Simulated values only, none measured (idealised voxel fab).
The process module presented herein is designated voxel spacer lines.
Displayed cross-section: cut, width of 160 nm, square cells sized 5 nm.
For the purposes of this document, a cross-section shall be understood as a grid of square cells, specified as bands listed in top-to-bottom order, each band consisting of one or more rows of cells. Within each band entry, the heights of the top and of the bottom of the band appear first, in that order and in nm; the materials of the band then follow from left to right, each with its corresponding width in nm. The designation "all across" on a single material indicates that it fills the band from edge to edge; the designation "air" indicates empty space. Height datum 0, below which the as-received substrate wafer is one material. Lowest band open at the bottom, running downward: "0 and below". A two-number width, for instance "30 to 40", indicates that the width is equal to the first number in the top row of the band and to the second number in the bottom row, and that it changes by a constant amount per row of cells. The designation "remained unchanged", where it is given for a processing step, indicates that no cell of the cross-section was altered in the course of that step. Closed empty spaces (no open way to the top) of 8 cells or more are what "Sealed void list" lists, each as width x height at distance from the left edge, nm for all three. Anything after a step's settings on that line? It's the simulator's own note about the step. When a step includes a mask, the "overlay nm" setting on its line states how far to the right of its planned place that mask lay, and negative values state how far to the left.
Process steps - plan
- 1: RECEIVE [material Si]
- 2: CONFORMAL_DEP [material Al2O3] [thk nm 5]
- 3: DIRECTIONAL_DEP [material polySi] [thk nm 20]
- 4: DIRECTIONAL_DEP [material aC] [thk nm 20]
- 5: PATTERN [tone cover] [mask id MANDREL] [material resist] [width nm 25] [pitch nm 80] [thk nm 30] [overlay nm 0]
- 6: DIRECTIONAL_ETCH [etch materials aC] [depth nm 20]
- 7: STRIP [etch materials resist]
- 8: CONFORMAL_DEP [material SiN] [thk nm 15]
- 9: DIRECTIONAL_ETCH [etch materials SiN] [depth nm 15]
- 10: STRIP [etch materials aC]
- 11: DIRECTIONAL_ETCH [etch materials polySi] [depth nm 20]
- 12: STRIP [etch materials SiN]
Step 1 complete: cross-section of the wafer as received
> 0 and below: Si all across
> Sealed void list: none
As-planned run: cross-section of the first of two wafers at end of module
> 25 down to 5: air (10) / polySi (15) / air (25) / polySi (15) / air (25) / polySi (15) / air (25) / polySi (15) / air (15)
> 5 down to 0: Al2O3 all across
> 0 and below: Si all across
> Sealed void list: none
Wafer two (of two), end-of-module cross-section: start = wafer one, plan = wafer one, one run mistake
> 45 down to 25: air (10) / polySi (15) / air (25) / polySi (15) / air (25) / polySi (15) / air (25) / polySi (15) / air (15)
> 25 down to 5: polySi all across
> 5 down to 0: Al2O3 all across
> 0 and below: Si all across
> Sealed void list: none
Against the plan, the run slipped here: step 3 of the plan was carried out twice
Heads up, by the end the second wafer has more or fewer cells of some materials compared to the first: +128 polySi
